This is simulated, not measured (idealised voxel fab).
process module | voxel capacitor over wiring
cross-section cut | 190 nm wide | cells 5 nm
A cross-section is a grid of square cells, given in bands from the top down. A band is one or more rows of cells.
Each band's line starts with the height of the band's top and of its bottom, in nm. Then come its materials from left to right, each with its width in nm. One material with "throughout" fills the band from edge to edge. "air" is empty space.
Height 0 is the level under which the wafer as received is all one material. The lowest band goes on downwards, as in "0 down".
A width such as "30 to 40" changes by the same amount from each row of cells to the next, from the band's top row to its bottom row.
"no change" after a step means that no cell of the cross-section changed.
closed voids: empty space of 8 cells or more with no open way to the top, each as width x height at its distance from the left edge, in nm
after a step's settings: what the simulator itself notes on the step
overlay nm, on a step with a mask: how far to the right of its planned place the mask lay; to the left if negative
plan
1 op RECEIVE | material Si
2 op CONFORMAL_DEP | material SiO2 | thk nm 10
3 op CONFORMAL_DEP | material SiN | thk nm 5
4 op DIRECTIONAL_DEP | material SiO2 | thk nm 15
5 op DIRECTIONAL_DEP | material aC | thk nm 10
6 op PATTERN | tone open | mask id METAL_1 | material resist | width nm 30 | pitch nm 80 | thk nm 30 | overlay nm 0
7 op DIRECTIONAL_ETCH | etch materials aC | depth nm 10
8 op STRIP | etch materials resist
9 op DIRECTIONAL_ETCH | etch materials SiO2 | depth nm 15
10 op DIRECTIONAL_ETCH | etch materials SiN | depth nm 5
11 op STRIP | etch materials aC
12 op CONFORMAL_DEP | material TiN | thk nm 5
13 op FILL_DEP | material Ru | thk nm 10
14 op CMP | height nm 30
15 op EPI | material Ru | thk nm 5
16 op FILL_DEP | material SiCN | thk nm 5
17 op DIRECTIONAL_DEP | material SiO2 | thk nm 10
18 op MASKED_ETCH | tone open | mask id PLUG_1 | width nm 15 | etch materials SiO2 | depth nm 5 | overlay nm 0
19 op MASKED_ETCH | tone open | mask id PLUG_1 | width nm 15 | etch materials SiCN | depth nm 5 | overlay nm 0
20 op CONFORMAL_DEP | material TiN | thk nm 5
21 op FILL_DEP | material Cu | thk nm 5
22 op CMP | height nm 50
23 op DIRECTIONAL_DEP | material TiN | thk nm 5
24 op DIRECTIONAL_DEP | material HfO2 | thk nm 5
25 op DIRECTIONAL_DEP | material TiN | thk nm 10
26 op DIRECTIONAL_DEP | material aC | thk nm 15
27 op PATTERN | tone cover | mask id UPPER_PLATE | material resist | width nm 55 | thk nm 30 | overlay nm 0
28 op DIRECTIONAL_ETCH | etch materials aC | depth nm 15
29 op STRIP | etch materials resist
30 op DIRECTIONAL_ETCH | etch materials TiN | depth nm 10
31 op DIRECTIONAL_ETCH | etch materials HfO2 | depth nm 5
32 op STRIP | etch materials aC
33 op PATTERN | tone cover | mask id LOWER_PLATE | material resist | width nm 65 | thk nm 15 | overlay nm 0
34 op DIRECTIONAL_ETCH | etch materials TiN | depth nm 5
35 op STRIP | etch materials resist
36 op FILL_DEP | material SiO2 | thk nm 20
37 op CMP | height nm 85
38 op MASKED_ETCH | tone open | mask id PLUG_2 | width nm 15 | etch materials SiO2 | depth nm 15 | overlay nm 0
39 op CONFORMAL_DEP | material TiN | thk nm 5
40 op FILL_DEP | material W | thk nm 5
41 op CMP | height nm 85
42 op CONFORMAL_DEP | material SiCN | thk nm 5
varied across the wafers: depth nm of step 18. The plan shows the first wafer's value. All wafers start alike
first wafer as received, after step 1
  0 down: Si throughout
  closed voids: none
each wafer at the end: cells of each material gained (+) or lost (-) since it was received, then its closed voids
depth nm 5 | +11 HfO2 | +40 Ru | +98 SiCN | +26 SiN | +438 SiO2 | +69 TiN | +2 W | closed voids: none
depth nm 10 | +2 Cu | +11 HfO2 | +40 Ru | +95 SiCN | +26 SiN | +435 SiO2 | +73 TiN | +2 W | closed voids: none
depth nm 15 | +2 Cu | +11 HfO2 | +40 Ru | +95 SiCN | +26 SiN | +435 SiO2 | +73 TiN | +2 W | closed voids: none
depth nm 20 | +2 Cu | +11 HfO2 | +40 Ru | +95 SiCN | +26 SiN | +435 SiO2 | +73 TiN | +2 W | closed voids: none
depth nm 25 | +2 Cu | +11 HfO2 | +40 Ru | +95 SiCN | +26 SiN | +435 SiO2 | +73 TiN | +2 W | closed voids: none
